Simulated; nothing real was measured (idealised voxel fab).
The document below concerns the process module designated voxel self aligned contacts.
This is section cut - it's 250 nm across, gridded in 5 nm square cells.
Cross-sections here: square-cell grids, written as top-down lists of bands, a band being one or more rows of cells.
Quick guide to a band line: top height, bottom height (nm) up front; then every material left to right with its width in nm. Only one material and it's marked "full width"? Then it fills the band edge to edge. And "blank" just means empty space.
Height datum 0, below which the as-received substrate wafer is one material. Lowest band open at the bottom, running downward: "0 and below".
Width spec "30 to 40" -> top row of cells at first value, bottom row at second value, equal per-row change in between.
"changes: none", as given for a step, is the statement that not any cell of the cross-section underwent a change during that step.
Heads up: "Closed void roster" only lists the empty pockets with no open path to the top that are 8 cells or more, and it writes them as width x height at distance, distance from the left edge, in nm.
If you see something after the settings on a step's line, that's the simulator's own remark about that step.
overlay nm: step with mask; distance mask lay right of planned place; negative value = left of planned place.

THE STEPS PLANNED FOR THE PROCESS ARE AS FOLLOWS
| 1 | RECEIVE: material Si |
| 2 | CONFORMAL_DEP: material SiO2, thk nm 5 |
| 3 | DIRECTIONAL_DEP: material polySi, thk nm 25 |
| 4 | DIRECTIONAL_DEP: material SiN, thk nm 20 |
| 5 | DIRECTIONAL_DEP: material aC, thk nm 10 |
| 6 | PATTERN: tone cover, mask id GATE, material resist, width nm 35, pitch nm 70, thk nm 30, overlay nm 0 |
| 7 | DIRECTIONAL_ETCH: etch materials aC, depth nm 10 |
| 8 | STRIP: etch materials resist |
| 9 | DIRECTIONAL_ETCH: etch materials SiN, depth nm 20 |
| 10 | DIRECTIONAL_ETCH: etch materials polySi, depth nm 25 |
| 11 | STRIP: etch materials aC |
| 12 | CONFORMAL_DEP: material SiN, thk nm 5 |
| 13 | DIRECTIONAL_ETCH: etch materials SiN, depth nm 5 |
| 14 | FILL_DEP: material SiO2, thk nm 15 |
| 15 | CMP: height nm 60 |
| 16 | DIRECTIONAL_DEP: material aC, thk nm 10 |
| 17 | PATTERN: tone open, mask id CONTACT, material resist, width nm 55, pitch nm 70, thk nm 25, overlay nm 0 |
| 18 | DIRECTIONAL_ETCH: etch materials aC, depth nm 10 |
| 19 | STRIP: etch materials resist |
| 20 | DIRECTIONAL_ETCH: etch materials SiO2, depth nm 60 |
| 21 | STRIP: etch materials aC |
| 22 | CONFORMAL_DEP: material TiN, thk nm 5 |
| 23 | FILL_DEP: material Ru, thk nm 10 |
| 24 | CMP: height nm 60 |
| 25 | CONFORMAL_DEP: material SiN, thk nm 5 |

WAFER AT RECEIPT (POST STEP 1), CROSS-SECTION
  0 and below: Si full width
  Closed void roster: none

CROSS-SECTION AT MODULE END, ONE RUN ERROR; START AND PLAN UNCHANGED FROM ABOVE
  65 down to 60: SiN full width
  60 down to 55: 30 of SiO2 / 45 of SiN / 5 of TiN / 15 of Ru / 5 of TiN / 45 of SiN / 5 of TiN / 15 of Ru / 5 of TiN / 45 of SiN / 35 of SiO2
  55 down to 35: 30 of SiO2 / 5 of SiN / 35 of polySi / 5 of SiN / 5 of TiN / 15 of Ru / 5 of TiN / 5 of SiN / 35 of polySi / 5 of SiN / 5 of TiN / 15 of Ru / 5 of TiN / 5 of SiN / 35 of polySi / 5 of SiN / 35 of SiO2
  35 down to 30: 30 of SiO2 / 5 of SiN / 35 of polySi / 5 of SiN / 25 of TiN / 5 of SiN / 35 of polySi / 5 of SiN / 25 of TiN / 5 of SiN / 35 of polySi / 5 of SiN / 35 of SiO2
  30 down to 5: polySi full width
  5 down to 0: SiO2 full width
  0 and below: Si full width
  Closed void roster: none
Error vs. plan: yeah, plan step 3 got run twice
